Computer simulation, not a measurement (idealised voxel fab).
The process module presented herein is designated voxel wiring stack.
Cross-sectional view cut (width: 140 nm; square cell size: 5 nm).
How to read a cross-section here: the picture is a grid of square cells, written as bands going from the top down, and any band can span one or more rows of cells.
Band: top and bottom heights (nm) first, top before bottom; then materials from left to right, widths in nm. "edge to edge" marks a sole material filling the band edge to edge. "blank" denotes empty space.
The reference from which all heights are counted is 0, the level beneath which the as-received wafer is entirely one material; the lowest band, having no lower bound, proceeds downward and is written after the example "0 nm and below".
The two numbers in a width such as "30 to 40" mark its ends across the band: the first belongs to the top row of cells, the second to the bottom row, and from each row to the next the width moves by the same amount.
Key: "no change occurred" - step with no changed cell in the cross-section.
"Closed cavity list" specifies each empty space that is not open to the top and that occupies no fewer than 8 cells, using the form width x height at distance, the distance measured from the left edge and all three quantities in nm.
Where a step's line continues beyond its settings, the continuation is a remark by the simulator itself on that step.
overlay nm: step with mask; distance mask lay right of planned place; negative value = left of planned place.
Intended process steps
1) RECEIVE,material Si
2) CONFORMAL_DEP,material SiO2,thk nm 15
3) DIRECTIONAL_DEP,material TiN,thk nm 5
4) DIRECTIONAL_DEP,material W,thk nm 15
5) PATTERN,tone cover,mask id METAL_1,material resist,width nm 20,pitch nm 40,thk nm 20,overlay nm 0
6) DIRECTIONAL_ETCH,etch materials W,depth nm 15
7) DIRECTIONAL_ETCH,etch materials TiN,depth nm 5
8) STRIP,etch materials resist
9) FILL_DEP,material SiO2,thk nm 5
10) CMP,height nm 35
11) CONFORMAL_DEP,material SiCN,thk nm 5
12) DIRECTIONAL_DEP,material lowk,thk nm 35
13) MASKED_ETCH,tone open,mask id METAL_2_HOLES,width nm 15,pitch nm 40,etch materials lowk,depth nm 35,overlay nm 0
14) PATTERN,tone open,mask id METAL_2,material resist,width nm 20,pitch nm 40,thk nm 15,overlay nm 0
15) DIRECTIONAL_ETCH,etch materials lowk,depth nm 20
16) DIRECTIONAL_ETCH,etch materials SiCN,depth nm 5
17) STRIP,etch materials resist
18) CONFORMAL_DEP,material TiN,thk nm 5
19) FILL_DEP,material Ru,thk nm 5
20) CMP,height nm 75
21) CONFORMAL_DEP,material SiN,thk nm 5
The following pertains to the first of two wafers, which was processed as planned
So this is the incoming wafer in cross-section - it's already been through step 1
  0 nm and below  Si edge to edge
  Closed cavity list: none
Step 2 done - wafer cross-section
  15 nm to 0 nm  SiO2 edge to edge
  All layers under 0 are left as they were.
Step 3 done - wafer cross-section
  20 nm to 15 nm  TiN edge to edge
  All layers under 15 are left as they were.
Step 4 done - wafer cross-section
  35 nm to 20 nm  W edge to edge
  All layers under 20 are left as they were.
Step 5 done - wafer cross-section
  55 nm to 35 nm  blank=20, resist=20, blank=20, resist=20, blank=20, resist=20, blank=20
  All layers under 35 are left as they were.
Step 6 done - wafer cross-section
  55 nm to 35 nm  blank=20, resist=20, blank=20, resist=20, blank=20, resist=20, blank=20
  35 nm to 20 nm  blank=20, W=20, blank=20, W=20, blank=20, W=20, blank=20
  All layers under 20 are left as they were.
Step 7 done - wafer cross-section
  55 nm to 35 nm  blank=20, resist=20, blank=20, resist=20, blank=20, resist=20, blank=20
  35 nm to 20 nm  blank=20, W=20, blank=20, W=20, blank=20, W=20, blank=20
  20 nm to 15 nm  blank=20, TiN=20, blank=20, TiN=20, blank=20, TiN=20, blank=20
  All layers under 15 are left as they were.
Step 8 done - wafer cross-section
  35 nm to 20 nm  blank=20, W=20, blank=20, W=20, blank=20, W=20, blank=20
  All layers under 20 are left as they were.
Step 9 done - wafer cross-section
  40 nm to 35 nm  SiO2 edge to edge
  35 nm to 20 nm  SiO2=20, W=20, SiO2=20, W=20, SiO2=20, W=20, SiO2=20
  20 nm to 15 nm  SiO2=20, TiN=20, SiO2=20, TiN=20, SiO2=20, TiN=20, SiO2=20
  All layers under 15 are left as they were.
Step 10 done - wafer cross-section
  35 nm to 20 nm  SiO2=20, W=20, SiO2=20, W=20, SiO2=20, W=20, SiO2=20
  All layers under 20 are left as they were.
Step 11 done - wafer cross-section
  40 nm to 35 nm  SiCN edge to edge
  All layers under 35 are left as they were.
Step 12 done - wafer cross-section
  75 nm to 40 nm  lowk edge to edge
  All layers under 40 are left as they were.
Step 13 done - wafer cross-section
  75 nm to 40 nm  lowk=20, blank=15, lowk=25, blank=15, lowk=25, blank=15, lowk=25
  All layers under 40 are left as they were.
Step 14 done - wafer cross-section
  90 nm to 75 nm  resist=20, blank=20, resist=20, blank=20, resist=20, blank=20, resist=20
  All layers under 75 are left as they were.
Step 15 done - wafer cross-section
  90 nm to 75 nm  resist=20, blank=20, resist=20, blank=20, resist=20, blank=20, resist=20
  75 nm to 55 nm  lowk=20, blank=20, lowk=20, blank=20, lowk=20, blank=20, lowk=20
  All layers under 55 are left as they were.
Step 16 done - wafer cross-section
  90 nm to 75 nm  resist=20, blank=20, resist=20, blank=20, resist=20, blank=20, resist=20
  75 nm to 55 nm  lowk=20, blank=20, lowk=20, blank=20, lowk=20, blank=20, lowk=20
  55 nm to 40 nm  lowk=20, blank=15, lowk=25, blank=15, lowk=25, blank=15, lowk=25
  40 nm to 35 nm  SiCN=20, blank=15, SiCN=25, blank=15, SiCN=25, blank=15, SiCN=25
  All layers under 35 are left as they were.
Step 17 done - wafer cross-section
  75 nm to 55 nm  lowk=20, blank=20, lowk=20, blank=20, lowk=20, blank=20, lowk=20
  All layers under 55 are left as they were.
Step 18 done - wafer cross-section
  80 nm to 75 nm  TiN=25, blank=10, TiN=30, blank=10, TiN=30, blank=10, TiN=25
  75 nm to 60 nm  lowk=20, TiN=5, blank=10, TiN=5, lowk=20, TiN=5, blank=10, TiN=5, lowk=20, TiN=5, blank=10, TiN=5, lowk=20
  60 nm to 55 nm  lowk=20, TiN=5, blank=5, TiN=10, lowk=20, TiN=5, blank=5, TiN=10, lowk=20, TiN=5, blank=5, TiN=10, lowk=20
  55 nm to 40 nm  lowk=20, TiN=5, blank=5, TiN=5, lowk=25, TiN=5, blank=5, TiN=5, lowk=25, TiN=5, blank=5, TiN=5, lowk=25
  40 nm to 35 nm  SiCN=20, TiN=15, SiCN=25, TiN=15, SiCN=25, TiN=15, SiCN=25
  All layers under 35 are left as they were.
Step 19 done - wafer cross-section
  85 nm to 80 nm  Ru edge to edge
  80 nm to 75 nm  TiN=25, Ru=10, TiN=30, Ru=10, TiN=30, Ru=10, TiN=25
  75 nm to 60 nm  lowk=20, TiN=5, Ru=10, TiN=5, lowk=20, TiN=5, Ru=10, TiN=5, lowk=20, TiN=5, Ru=10, TiN=5, lowk=20
  60 nm to 55 nm  lowk=20, TiN=5, Ru=5, TiN=10, lowk=20, TiN=5, Ru=5, TiN=10, lowk=20, TiN=5, Ru=5, TiN=10, lowk=20
  55 nm to 40 nm  lowk=20, TiN=5, Ru=5, TiN=5, lowk=25, TiN=5, Ru=5, TiN=5, lowk=25, TiN=5, Ru=5, TiN=5, lowk=25
  All layers under 40 are left as they were.
Step 20 done - wafer cross-section
  75 nm to 60 nm  lowk=20, TiN=5, Ru=10, TiN=5, lowk=20, TiN=5, Ru=10, TiN=5, lowk=20, TiN=5, Ru=10, TiN=5, lowk=20
  All layers under 60 are left as they were.
Step 21 done - wafer cross-section
  80 nm to 75 nm  SiN edge to edge
  All layers under 75 are left as they were.
The second wafer began exactly as the first did and followed the same plan, but one mistake was made while running it; through step 4 inclusive, the two wafers are identical
Second wafer, sectioned view, at step 5's planned end time
  55 nm to 35 nm  resist=20, blank=20, resist=20, blank=20, resist=20, blank=20, resist=20
  All layers under 35 are left as they were.
Second wafer, sectioned view, at step 6's planned end time
  55 nm to 35 nm  resist=20, blank=20, resist=20, blank=20, resist=20, blank=20, resist=20
  35 nm to 20 nm  W=20, blank=20, W=20, blank=20, W=20, blank=20, W=20
  All layers under 20 are left as they were.
Second wafer, sectioned view, at step 7's planned end time
  55 nm to 35 nm  resist=20, blank=20, resist=20, blank=20, resist=20, blank=20, resist=20
  35 nm to 20 nm  W=20, blank=20, W=20, blank=20, W=20, blank=20, W=20
  20 nm to 15 nm  TiN=20, blank=20, TiN=20, blank=20, TiN=20, blank=20, TiN=20
  All layers under 15 are left as they were.
Second wafer, sectioned view, at step 8's planned end time
  35 nm to 20 nm  W=20, blank=20, W=20, blank=20, W=20, blank=20, W=20
  All layers under 20 are left as they were.
Second wafer, sectioned view, at step 9's planned end time
  40 nm to 35 nm  SiO2 edge to edge
  35 nm to 20 nm  W=20, SiO2=20, W=20, SiO2=20, W=20, SiO2=20, W=20
  20 nm to 15 nm  TiN=20, SiO2=20, TiN=20, SiO2=20, TiN=20, SiO2=20, TiN=20
  All layers under 15 are left as they were.
Second wafer, sectioned view, at step 10's planned end time
  35 nm to 20 nm  W=20, SiO2=20, W=20, SiO2=20, W=20, SiO2=20, W=20
  All layers under 20 are left as they were.
Second wafer, sectioned view, at step 11's planned end time
  40 nm to 35 nm  SiCN edge to edge
  All layers under 35 are left as they were.
Second wafer, sectioned view, at step 12's planned end time
  75 nm to 40 nm  lowk edge to edge
  All layers under 40 are left as they were.
Second wafer, sectioned view, at step 13's planned end time
  75 nm to 40 nm  lowk=20, blank=15, lowk=25, blank=15, lowk=25, blank=15, lowk=25
  All layers under 40 are left as they were.
Second wafer, sectioned view, at step 14's planned end time
  90 nm to 75 nm  resist=20, blank=20, resist=20, blank=20, resist=20, blank=20, resist=20
  All layers under 75 are left as they were.
Second wafer, sectioned view, at step 15's planned end time
  90 nm to 75 nm  resist=20, blank=20, resist=20, blank=20, resist=20, blank=20, resist=20
  75 nm to 55 nm  lowk=20, blank=20, lowk=20, blank=20, lowk=20, blank=20, lowk=20
  All layers under 55 are left as they were.
Second wafer, sectioned view, at step 16's planned end time
  90 nm to 75 nm  resist=20, blank=20, resist=20, blank=20, resist=20, blank=20, resist=20
  75 nm to 55 nm  lowk=20, blank=20, lowk=20, blank=20, lowk=20, blank=20, lowk=20
  55 nm to 40 nm  lowk=20, blank=15, lowk=25, blank=15, lowk=25, blank=15, lowk=25
  40 nm to 35 nm  SiCN=20, blank=15, SiCN=25, blank=15, SiCN=25, blank=15, SiCN=25
  All layers under 35 are left as they were.
Second wafer, sectioned view, at step 17's planned end time
  75 nm to 55 nm  lowk=20, blank=20, lowk=20, blank=20, lowk=20, blank=20, lowk=20
  All layers under 55 are left as they were.
Second wafer, sectioned view, at step 18's planned end time
  80 nm to 75 nm  TiN=25, blank=10, TiN=30, blank=10, TiN=30, blank=10, TiN=25
  75 nm to 60 nm  lowk=20, TiN=5, blank=10, TiN=5, lowk=20, TiN=5, blank=10, TiN=5, lowk=20, TiN=5, blank=10, TiN=5, lowk=20
  60 nm to 55 nm  lowk=20, TiN=5, blank=5, TiN=10, lowk=20, TiN=5, blank=5, TiN=10, lowk=20, TiN=5, blank=5, TiN=10, lowk=20
  55 nm to 40 nm  lowk=20, TiN=5, blank=5, TiN=5, lowk=25, TiN=5, blank=5, TiN=5, lowk=25, TiN=5, blank=5, TiN=5, lowk=25
  40 nm to 35 nm  SiCN=20, TiN=15, SiCN=25, TiN=15, SiCN=25, TiN=15, SiCN=25
  All layers under 35 are left as they were.
Second wafer, sectioned view, at step 19's planned end time
  85 nm to 80 nm  Ru edge to edge
  80 nm to 75 nm  TiN=25, Ru=10, TiN=30, Ru=10, TiN=30, Ru=10, TiN=25
  75 nm to 60 nm  lowk=20, TiN=5, Ru=10, TiN=5, lowk=20, TiN=5, Ru=10, TiN=5, lowk=20, TiN=5, Ru=10, TiN=5, lowk=20
  60 nm to 55 nm  lowk=20, TiN=5, Ru=5, TiN=10, lowk=20, TiN=5, Ru=5, TiN=10, lowk=20, TiN=5, Ru=5, TiN=10, lowk=20
  55 nm to 40 nm  lowk=20, TiN=5, Ru=5, TiN=5, lowk=25, TiN=5, Ru=5, TiN=5, lowk=25, TiN=5, Ru=5, TiN=5, lowk=25
  All layers under 40 are left as they were.
Second wafer, sectioned view, at step 20's planned end time
  75 nm to 60 nm  lowk=20, TiN=5, Ru=10, TiN=5, lowk=20, TiN=5, Ru=10, TiN=5, lowk=20, TiN=5, Ru=10, TiN=5, lowk=20
  All layers under 60 are left as they were.
Second wafer, sectioned view, at step 21's planned end time
  80 nm to 75 nm  SiN edge to edge
  All layers under 75 are left as they were.
Which mistake was made when the wafer was run? step 5 off recipe, ran as PATTERN,tone open,mask id METAL_1,material resist,width nm 20,pitch nm 40,thk nm 20,overlay nm 0
Final difference in cells, second wafer against first, listed per material as more or fewer: -16 SiO2; +4 TiN; +12 W
